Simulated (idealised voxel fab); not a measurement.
Process module heading - voxel transistor to metal
The cross-section on display is named cut; it measures 195 nm wide, and its cells are 5 nm squares.
Format of a cross-section: grid, square cells. Given as bands. Order: top down. Band: one or more rows of cells.
For a band, the entry starts with two heights in nm, that of the top and then that of the bottom, and carries on with the band's materials in order from left to right, each alongside its width in nm; the word "full width" beside a single material means it fills the band edge to edge, and "blank" means empty space.
Heights are measured from 0, the level below which the as-received wafer is all one material; the lowest band has no bottom and continues downward, written as in "0 and below".
Width spec "30..40" -> top row of cells at first value, bottom row at second value, equal per-row change in between.
The cross-section has no changed cell in any step marked "changes: none".
In "Trapped void list" the enclosed voids are listed, meaning empty spaces of 8 cells or larger without any opening to the top. The form is width x height at distance, distance from the left edge, units nm.
If you see something after the settings on a step's line, that's the simulator's own remark about that step.
Among the settings permitted on a step's line is "overlay nm"; applied to a step with a mask, it specifies the extent to which the mask lay to the right of its planned position, whereas a negative figure signifies a position to the left.
Steps in the process plan:
1,RECEIVE | material Si
2,CONFORMAL_DEP | material SiO2 | thk nm 5
3,CONFORMAL_DEP | material SiN | thk nm 10
4,DIRECTIONAL_DEP | material aC | thk nm 10
5,PATTERN | tone cover | mask id ACTIVE | material resist | width nm 115 | thk nm 25 | overlay nm 0
6,DIRECTIONAL_ETCH | etch materials aC | depth nm 10
7,STRIP | etch materials resist
8,DIRECTIONAL_ETCH | etch materials SiN | depth nm 10
9,DIRECTIONAL_ETCH | etch materials SiO2 | depth nm 5
10,DIRECTIONAL_ETCH | etch materials Si | depth nm 25
11,STRIP | etch materials aC
12,FILL_DEP | material SiO2 | thk nm 5
13,CMP | height nm 15
14,SELECTIVE_ETCH | etch materials SiO2 | depth nm 10
15,STRIP | etch materials SiN
16,SELECTIVE_ETCH | etch materials SiO2 | depth nm 5
17,OXIDIZE | depth nm 5
18,DIRECTIONAL_DEP | material polySi | thk nm 25
19,DIRECTIONAL_DEP | material SiCN | thk nm 15
20,MASKED_ETCH | tone cover | mask id GATE | width nm 25 | etch materials SiCN | depth nm 25 | overlay nm 0
21,MASKED_ETCH | tone cover | mask id GATE | width nm 25 | etch materials polySi | depth nm 35 | overlay nm 0
22,CONFORMAL_DEP | material SiO2 | thk nm 5
23,DIRECTIONAL_ETCH | etch materials SiO2 | depth nm 5
24,CONFORMAL_DEP | material SiN | thk nm 10
25,DIRECTIONAL_ETCH | etch materials SiN | depth nm 10
26,DIRECTIONAL_ETCH | etch materials SiO2 | depth nm 5
27,DIRECTIONAL_ETCH | etch materials Si | depth nm 5
28,EPI | material SiGe | thk nm 10
29,FILL_DEP | material SiO2 | thk nm 5
30,CMP | height nm 25
31,STRIP | etch materials polySi
32,SELECTIVE_ETCH | etch materials SiO2 | depth nm 5
33,CONFORMAL_DEP | material HfO2 | thk nm 5
34,CONFORMAL_DEP | material TiN | thk nm 5
35,FILL_DEP | material W | thk nm 5
36,CMP | height nm 20
37,DIRECTIONAL_DEP | material SiO2 | thk nm 10
38,MASKED_ETCH | tone open | mask id CONTACT | width nm 20 | pitch nm 75 | etch materials SiO2 | depth nm 30 | overlay nm 0
39,CONFORMAL_DEP | material TiN | thk nm 5
40,FILL_DEP | material W | thk nm 5
41,CMP | height nm 30
42,CONFORMAL_DEP | material SiCN | thk nm 5
43,DIRECTIONAL_DEP | material SiO2 | thk nm 15
44,DIRECTIONAL_DEP | material aC | thk nm 15
45,PATTERN | tone open | mask id METAL_1 | material resist | width nm 20 | pitch nm 75 | thk nm 30 | overlay nm 0
46,DIRECTIONAL_ETCH | etch materials aC | depth nm 15
47,STRIP | etch materials resist
48,DIRECTIONAL_ETCH | etch materials SiO2 | depth nm 15
49,DIRECTIONAL_ETCH | etch materials SiCN | depth nm 5
50,STRIP | etch materials aC
51,CONFORMAL_DEP | material TiN | thk nm 5
52,FILL_DEP | material Ru | thk nm 5
53,CMP | height nm 50
54,CONFORMAL_DEP | material SiN | thk nm 5
Run as planned: first of two wafers:
As received, after step 1:
- 0 and below = Si full width
- Trapped void list: none
Once step 2 is through, the wafer looks like this in cross-section:
- 5 down to 0 = SiO2 full width
- No changes below 0.
Once step 3 is through, the wafer looks like this in cross-section:
- 15 down to 5 = SiN full width
- No changes below 5.
Once step 4 is through, the wafer looks like this in cross-section:
- 25 down to 15 = aC full width
- No changes below 15.
Once step 5 is through, the wafer looks like this in cross-section:
- 50 down to 25 = 40 of blank  115 of resist  40 of blank
- No changes below 25.
Once step 6 is through, the wafer looks like this in cross-section:
- 40 down to 25 = 40 of blank  115 of resist  40 of blank
- 25 down to 15 = 40 of blank  115 of aC  40 of blank
- No changes below 15.
Once step 7 is through, the wafer looks like this in cross-section:
- 25 down to 15 = 40 of blank  115 of aC  40 of blank
- No changes below 15.
Once step 8 is through, the wafer looks like this in cross-section:
- 25 down to 15 = 40 of blank  115 of aC  40 of blank
- 15 down to 5 = 40 of blank  115 of SiN  40 of blank
- No changes below 5.
Once step 9 is through, the wafer looks like this in cross-section:
- 25 down to 15 = 40 of blank  115 of aC  40 of blank
- 15 down to 5 = 40 of blank  115 of SiN  40 of blank
- 5 down to 0 = 40 of blank  115 of SiO2  40 of blank
- No changes below 0.
Once step 10 is through, the wafer looks like this in cross-section:
- 25 down to 15 = 40 of blank  115 of aC  40 of blank
- 15 down to 5 = 40 of blank  115 of SiN  40 of blank
- 5 down to 0 = 40 of blank  115 of SiO2  40 of blank
- 0 down to -25 = 40 of blank  115 of Si  40 of blank
- No changes below -25.
Once step 11 is through, the wafer looks like this in cross-section:
- 15 down to 5 = 40 of blank  115 of SiN  40 of blank
- No changes below 5.
Once step 12 is through, the wafer looks like this in cross-section:
- 20 down to 15 = SiO2 full width
- 15 down to 5 = 40 of SiO2  115 of SiN  40 of SiO2
- 5 down to 0 = SiO2 full width
- 0 down to -25 = 40 of SiO2  115 of Si  40 of SiO2
- No changes below -25.
Once step 13 is through, the wafer looks like this in cross-section:
- 15 down to 5 = 40 of SiO2  115 of SiN  40 of SiO2
- No changes below 5.
Once step 14 is through, the wafer looks like this in cross-section:
- 15 down to 5 = 40 of blank  115 of SiN  40 of blank
- No changes below 5.
Once step 15 is through, the wafer looks like this in cross-section:
- 5 down to 0 = SiO2 full width
- No changes below 0.
Once step 16 is through, the wafer looks like this in cross-section:
- 0 down to -25 = 40 of SiO2  115 of Si  40 of SiO2
- No changes below -25.
Once step 17 is through, the wafer looks like this in cross-section:
- 0 down to -5 = SiO2 full width
- No changes below -5.
Once step 18 is through, the wafer looks like this in cross-section:
- 25 down to 0 = polySi full width
- No changes below 0.
Once step 19 is through, the wafer looks like this in cross-section:
- 40 down to 25 = SiCN full width
- No changes below 25.
Once step 20 is through, the wafer looks like this in cross-section:
- 40 down to 25 = 85 of blank  25 of SiCN  85 of blank
- No changes below 25.
Once step 21 is through, the wafer looks like this in cross-section:
- 40 down to 25 = 85 of blank  25 of SiCN  85 of blank
- 25 down to 0 = 85 of blank  25 of polySi  85 of blank
- No changes below 0.
Once step 22 is through, the wafer looks like this in cross-section:
- 45 down to 40 = 80 of blank  35 of SiO2  80 of blank
- 40 down to 25 = 80 of blank  5 of SiO2  25 of SiCN  5 of SiO2  80 of blank
- 25 down to 5 = 80 of blank  5 of SiO2  25 of polySi  5 of SiO2  80 of blank
- 5 down to 0 = 85 of SiO2  25 of polySi  85 of SiO2
- No changes below 0.
Once step 23 is through, the wafer looks like this in cross-section:
- 40 down to 25 = 80 of blank  5 of SiO2  25 of SiCN  5 of SiO2  80 of blank
- 25 down to 0 = 80 of blank  5 of SiO2  25 of polySi  5 of SiO2  80 of blank
- No changes below 0.
Once step 24 is through, the wafer looks like this in cross-section:
- 50 down to 40 = 70 of blank  55 of SiN  70 of blank
- 40 down to 25 = 70 of blank  10 of SiN  5 of SiO2  25 of SiCN  5 of SiO2  10 of SiN  70 of blank
- 25 down to 10 = 70 of blank  10 of SiN  5 of SiO2  25 of polySi  5 of SiO2  10 of SiN  70 of blank
- 10 down to 0 = 80 of SiN  5 of SiO2  25 of polySi  5 of SiO2  80 of SiN
- No changes below 0.
Once step 25 is through, the wafer looks like this in cross-section:
- 40 down to 25 = 70 of blank  10 of SiN  5 of SiO2  25 of SiCN  5 of SiO2  10 of SiN  70 of blank
- 25 down to 0 = 70 of blank  10 of SiN  5 of SiO2  25 of polySi  5 of SiO2  10 of SiN  70 of blank
- No changes below 0.
Once step 26 is through, the wafer looks like this in cross-section:
- 40 down to 35 = 70 of blank  10 of SiN  5 of blank  25 of SiCN  5 of blank  10 of SiN  70 of blank
- 35 down to 25 = 70 of blank  10 of SiN  5 of SiO2  25 of SiCN  5 of SiO2  10 of SiN  70 of blank
- 25 down to 0 = 70 of blank  10 of SiN  5 of SiO2  25 of polySi  5 of SiO2  10 of SiN  70 of blank
- 0 down to -5 = 70 of blank  55 of SiO2  70 of blank
- No changes below -5.
Once step 27 is through, the wafer looks like this in cross-section:
- 40 down to 35 = 70 of blank  10 of SiN  5 of blank  25 of SiCN  5 of blank  10 of SiN  70 of blank
- 35 down to 25 = 70 of blank  10 of SiN  5 of SiO2  25 of SiCN  5 of SiO2  10 of SiN  70 of blank
- 25 down to 0 = 70 of blank  10 of SiN  5 of SiO2  25 of polySi  5 of SiO2  10 of SiN  70 of blank
- 0 down to -5 = 70 of blank  55 of SiO2  70 of blank
- -5 down to -10 = 40 of SiO2  30 of blank  55 of Si  30 of blank  40 of SiO2
- No changes below -10.
Once step 28 is through, the wafer looks like this in cross-section:
- 40 down to 35 = 70 of blank  10 of SiN  5 of blank  25 of SiCN  5 of blank  10 of SiN  70 of blank
- 35 down to 25 = 70 of blank  10 of SiN  5 of SiO2  25 of SiCN  5 of SiO2  10 of SiN  70 of blank
- 25 down to 5 = 70 of blank  10 of SiN  5 of SiO2  25 of polySi  5 of SiO2  10 of SiN  70 of blank
- 5 down to 0 = 60 of blank  10 of SiGe  10 of SiN  5 of SiO2  25 of polySi  5 of SiO2  10 of SiN  10 of SiGe  60 of blank
- 0 down to -5 = 35 of blank  35 of SiGe  55 of SiO2  35 of SiGe  35 of blank
- -5 down to -10 = 40 of SiO2  30 of SiGe  55 of Si  30 of SiGe  40 of SiO2
- No changes below -10.
Once step 29 is through, the wafer looks like this in cross-section:
- 45 down to 40 = SiO2 full width
- 40 down to 25 = 70 of SiO2  10 of SiN  5 of SiO2  25 of SiCN  5 of SiO2  10 of SiN  70 of SiO2
- 25 down to 5 = 70 of SiO2  10 of SiN  5 of SiO2  25 of polySi  5 of SiO2  10 of SiN  70 of SiO2
- 5 down to 0 = 60 of SiO2  10 of SiGe  10 of SiN  5 of SiO2  25 of polySi  5 of SiO2  10 of SiN  10 of SiGe  60 of SiO2
- 0 down to -5 = 35 of SiO2  35 of SiGe  55 of SiO2  35 of SiGe  35 of SiO2
- No changes below -5.
Once step 30 is through, the wafer looks like this in cross-section:
- 25 down to 5 = 70 of SiO2  10 of SiN  5 of SiO2  25 of polySi  5 of SiO2  10 of SiN  70 of SiO2
- No changes below 5.
Once step 31 is through, the wafer looks like this in cross-section:
- 25 down to 5 = 70 of SiO2  10 of SiN  5 of SiO2  25 of blank  5 of SiO2  10 of SiN  70 of SiO2
- 5 down to 0 = 60 of SiO2  10 of SiGe  10 of SiN  5 of SiO2  25 of blank  5 of SiO2  10 of SiN  10 of SiGe  60 of SiO2
- No changes below 0.
Once step 32 is through, the wafer looks like this in cross-section:
- 25 down to 20 = 70 of blank  10 of SiN  35 of blank  10 of SiN  70 of blank
- 20 down to 5 = 70 of SiO2  10 of SiN  35 of blank  10 of SiN  70 of SiO2
- 5 down to 0 = 60 of SiO2  10 of SiGe  10 of SiN  35 of blank  10 of SiN  10 of SiGe  60 of SiO2
- 0 down to -5 = 35 of SiO2  35 of SiGe  10 of SiO2  35 of blank  10 of SiO2  35 of SiGe  35 of SiO2
- No changes below -5.
Once step 33 is through, the wafer looks like this in cross-section:
- 30 down to 25 = 65 of blank  20 of HfO2  25 of blank  20 of HfO2  65 of blank
- 25 down to 20 = 70 of HfO2  10 of SiN  5 of HfO2  25 of blank  5 of HfO2  10 of SiN  70 of HfO2
- 20 down to 5 = 70 of SiO2  10 of SiN  5 of HfO2  25 of blank  5 of HfO2  10 of SiN  70 of SiO2
- 5 down to 0 = 60 of SiO2  10 of SiGe  10 of SiN  5 of HfO2  25 of blank  5 of HfO2  10 of SiN  10 of SiGe  60 of SiO2
- 0 down to -5 = 35 of SiO2  35 of SiGe  10 of SiO2  35 of HfO2  10 of SiO2  35 of SiGe  35 of SiO2
- No changes below -5.
Once step 34 is through, the wafer looks like this in cross-section:
- 35 down to 30 = 60 of blank  30 of TiN  15 of blank  30 of TiN  60 of blank
- 30 down to 25 = 65 of TiN  20 of HfO2  5 of TiN  15 of blank  5 of TiN  20 of HfO2  65 of TiN
- 25 down to 20 = 70 of HfO2  10 of SiN  5 of HfO2  5 of TiN  15 of blank  5 of TiN  5 of HfO2  10 of SiN  70 of HfO2
- 20 down to 5 = 70 of SiO2  10 of SiN  5 of HfO2  5 of TiN  15 of blank  5 of TiN  5 of HfO2  10 of SiN  70 of SiO2
- 5 down to 0 = 60 of SiO2  10 of SiGe  10 of SiN  5 of HfO2  25 of TiN  5 of HfO2  10 of SiN  10 of SiGe  60 of SiO2
- No changes below 0.
Once step 35 is through, the wafer looks like this in cross-section:
- 40 down to 35 = W full width
- 35 down to 30 = 60 of W  30 of TiN  15 of W  30 of TiN  60 of W
- 30 down to 25 = 65 of TiN  20 of HfO2  5 of TiN  15 of W  5 of TiN  20 of HfO2  65 of TiN
- 25 down to 20 = 70 of HfO2  10 of SiN  5 of HfO2  5 of TiN  15 of W  5 of TiN  5 of HfO2  10 of SiN  70 of HfO2
- 20 down to 5 = 70 of SiO2  10 of SiN  5 of HfO2  5 of TiN  15 of W  5 of TiN  5 of HfO2  10 of SiN  70 of SiO2
- No changes below 5.
Once step 36 is through, the wafer looks like this in cross-section:
- 20 down to 5 = 70 of SiO2  10 of SiN  5 of HfO2  5 of TiN  15 of W  5 of TiN  5 of HfO2  10 of SiN  70 of SiO2
- No changes below 5.
Once step 37 is through, the wafer looks like this in cross-section:
- 30 down to 20 = SiO2 full width
- No changes below 20.
Once step 38 is through, the wafer looks like this in cross-section:
- 30 down to 20 = 50 of SiO2  20 of blank  55 of SiO2  20 of blank  50 of SiO2
- 20 down to 5 = 50 of SiO2  20 of blank  10 of SiN  5 of HfO2  5 of TiN  15 of W  5 of TiN  5 of HfO2  10 of SiN  20 of blank  50 of SiO2
- 5 down to 0 = 50 of SiO2  10 of blank  10 of SiGe  10 of SiN  5 of HfO2  25 of TiN  5 of HfO2  10 of SiN  10 of SiGe  10 of blank  50 of SiO2
- No changes below 0.
Once step 39 is through, the wafer looks like this in cross-section:
- 35 down to 30 = 55 of TiN  10 of blank  65 of TiN  10 of blank  55 of TiN
- 30 down to 20 = 50 of SiO2  5 of TiN  10 of blank  5 of TiN  55 of SiO2  5 of TiN  10 of blank  5 of TiN  50 of SiO2
- 20 down to 10 = 50 of SiO2  5 of TiN  10 of blank  5 of TiN  10 of SiN  5 of HfO2  5 of TiN  15 of W  5 of TiN  5 of HfO2  10 of SiN  5 of TiN  10 of blank  5 of TiN  50 of SiO2
- 10 down to 5 = 50 of SiO2  20 of TiN  10 of SiN  5 of HfO2  5 of TiN  15 of W  5 of TiN  5 of HfO2  10 of SiN  20 of TiN  50 of SiO2
- 5 down to 0 = 50 of SiO2  10 of TiN  10 of SiGe  10 of SiN  5 of HfO2  25 of TiN  5 of HfO2  10 of SiN  10 of SiGe  10 of TiN  50 of SiO2
- No changes below 0.
Once step 40 is through, the wafer looks like this in cross-section:
- 40 down to 35 = W full width
- 35 down to 30 = 55 of TiN  10 of W  65 of TiN  10 of W  55 of TiN
- 30 down to 20 = 50 of SiO2  5 of TiN  10 of W  5 of TiN  55 of SiO2  5 of TiN  10 of W  5 of TiN  50 of SiO2
- 20 down to 10 = 50 of SiO2  5 of TiN  10 of W  5 of TiN  10 of SiN  5 of HfO2  5 of TiN  15 of W  5 of TiN  5 of HfO2  10 of SiN  5 of TiN  10 of W  5 of TiN  50 of SiO2
- No changes below 10.
Once step 41 is through, the wafer looks like this in cross-section:
- 30 down to 20 = 50 of SiO2  5 of TiN  10 of W  5 of TiN  55 of SiO2  5 of TiN  10 of W  5 of TiN  50 of SiO2
- No changes below 20.
Once step 42 is through, the wafer looks like this in cross-section:
- 35 down to 30 = SiCN full width
- No changes below 30.
Once step 43 is through, the wafer looks like this in cross-section:
- 50 down to 35 = SiO2 full width
- No changes below 35.
Once step 44 is through, the wafer looks like this in cross-section:
- 65 down to 50 = aC full width
- No changes below 50.
Once step 45 is through, the wafer looks like this in cross-section:
- 95 down to 65 = 50 of resist  20 of blank  55 of resist  20 of blank  50 of resist
- No changes below 65.
Once step 46 is through, the wafer looks like this in cross-section:
- 80 down to 65 = 50 of resist  20 of blank  55 of resist  20 of blank  50 of resist
- 65 down to 50 = 50 of aC  20 of blank  55 of aC  20 of blank  50 of aC
- No changes below 50.
Once step 47 is through, the wafer looks like this in cross-section:
- 65 down to 50 = 50 of aC  20 of blank  55 of aC  20 of blank  50 of aC
- No changes below 50.
Once step 48 is through, the wafer looks like this in cross-section:
- 65 down to 50 = 50 of aC  20 of blank  55 of aC  20 of blank  50 of aC
- 50 down to 35 = 50 of SiO2  20 of blank  55 of SiO2  20 of blank  50 of SiO2
- No changes below 35.
Once step 49 is through, the wafer looks like this in cross-section:
- 65 down to 50 = 50 of aC  20 of blank  55 of aC  20 of blank  50 of aC
- 50 down to 35 = 50 of SiO2  20 of blank  55 of SiO2  20 of blank  50 of SiO2
- 35 down to 30 = 50 of SiCN  20 of blank  55 of SiCN  20 of blank  50 of SiCN
- No changes below 30.
Once step 50 is through, the wafer looks like this in cross-section:
- 50 down to 35 = 50 of SiO2  20 of blank  55 of SiO2  20 of blank  50 of SiO2
- No changes below 35.
Once step 51 is through, the wafer looks like this in cross-section:
- 55 down to 50 = 55 of TiN  10 of blank  65 of TiN  10 of blank  55 of TiN
- 50 down to 35 = 50 of SiO2  5 of TiN  10 of blank  5 of TiN  55 of SiO2  5 of TiN  10 of blank  5 of TiN  50 of SiO2
- 35 down to 30 = 50 of SiCN  20 of TiN  55 of SiCN  20 of TiN  50 of SiCN
- No changes below 30.
Once step 52 is through, the wafer looks like this in cross-section:
- 60 down to 55 = Ru full width
- 55 down to 50 = 55 of TiN  10 of Ru  65 of TiN  10 of Ru  55 of TiN
- 50 down to 35 = 50 of SiO2  5 of TiN  10 of Ru  5 of TiN  55 of SiO2  5 of TiN  10 of Ru  5 of TiN  50 of SiO2
- No changes below 35.
Once step 53 is through, the wafer looks like this in cross-section:
- 50 down to 35 = 50 of SiO2  5 of TiN  10 of Ru  5 of TiN  55 of SiO2  5 of TiN  10 of Ru  5 of TiN  50 of SiO2
- No changes below 35.
Once step 54 is through, the wafer looks like this in cross-section:
- 55 down to 50 = SiN full width
- No changes below 50.
Companion wafer, the second of two: same beginning, same intended sequence, one mistake in carrying it out; through step 44 inclusive it tracks the first exactly:
Cross-section of the second wafer when, according to plan, step 45 should have finished:
- 95 down to 65 = 55 of resist  15 of blank  60 of resist  15 of blank  50 of resist
- No changes below 65.
Cross-section of the second wafer when, according to plan, step 46 should have finished:
- 80 down to 65 = 55 of resist  15 of blank  60 of resist  15 of blank  50 of resist
- 65 down to 50 = 55 of aC  15 of blank  60 of aC  15 of blank  50 of aC
- No changes below 50.
Cross-section of the second wafer when, according to plan, step 47 should have finished:
- 65 down to 50 = 55 of aC  15 of blank  60 of aC  15 of blank  50 of aC
- No changes below 50.
Cross-section of the second wafer when, according to plan, step 48 should have finished:
- 65 down to 50 = 55 of aC  15 of blank  60 of aC  15 of blank  50 of aC
- 50 down to 35 = 55 of SiO2  15 of blank  60 of SiO2  15 of blank  50 of SiO2
- No changes below 35.
Cross-section of the second wafer when, according to plan, step 49 should have finished:
- 65 down to 50 = 55 of aC  15 of blank  60 of aC  15 of blank  50 of aC
- 50 down to 35 = 55 of SiO2  15 of blank  60 of SiO2  15 of blank  50 of SiO2
- 35 down to 30 = 55 of SiCN  15 of blank  60 of SiCN  15 of blank  50 of SiCN
- No changes below 30.
Cross-section of the second wafer when, according to plan, step 50 should have finished:
- 50 down to 35 = 55 of SiO2  15 of blank  60 of SiO2  15 of blank  50 of SiO2
- No changes below 35.
Cross-section of the second wafer when, according to plan, step 51 should have finished:
- 55 down to 50 = 60 of TiN  5 of blank  70 of TiN  5 of blank  55 of TiN
- 50 down to 35 = 55 of SiO2  5 of TiN  5 of blank  5 of TiN  60 of SiO2  5 of TiN  5 of blank  5 of TiN  50 of SiO2
- 35 down to 30 = 55 of SiCN  15 of TiN  60 of SiCN  15 of TiN  50 of SiCN
- No changes below 30.
Cross-section of the second wafer when, according to plan, step 52 should have finished:
- 60 down to 55 = Ru full width
- 55 down to 50 = 60 of TiN  5 of Ru  70 of TiN  5 of Ru  55 of TiN
- 50 down to 35 = 55 of SiO2  5 of TiN  5 of Ru  5 of TiN  60 of SiO2  5 of TiN  5 of Ru  5 of TiN  50 of SiO2
- No changes below 35.
Cross-section of the second wafer when, according to plan, step 53 should have finished:
- 50 down to 35 = 55 of SiO2  5 of TiN  5 of Ru  5 of TiN  60 of SiO2  5 of TiN  5 of Ru  5 of TiN  50 of SiO2
- No changes below 35.
Cross-section of the second wafer when, according to plan, step 54 should have finished:
- 55 down to 50 = SiN full width
- No changes below 50.
Which mistake was made when the wafer was run? planned and actual differ for step 45; actual: PATTERN | tone open | mask id METAL_1 | material resist | width nm 15 | pitch nm 75 | thk nm 30 | overlay nm 0
Final comparison by cell count, materials where the second wafer has more or fewer than the first: 6 fewer of Ru; 2 more of SiCN; 6 more of SiO2; 2 fewer of TiN
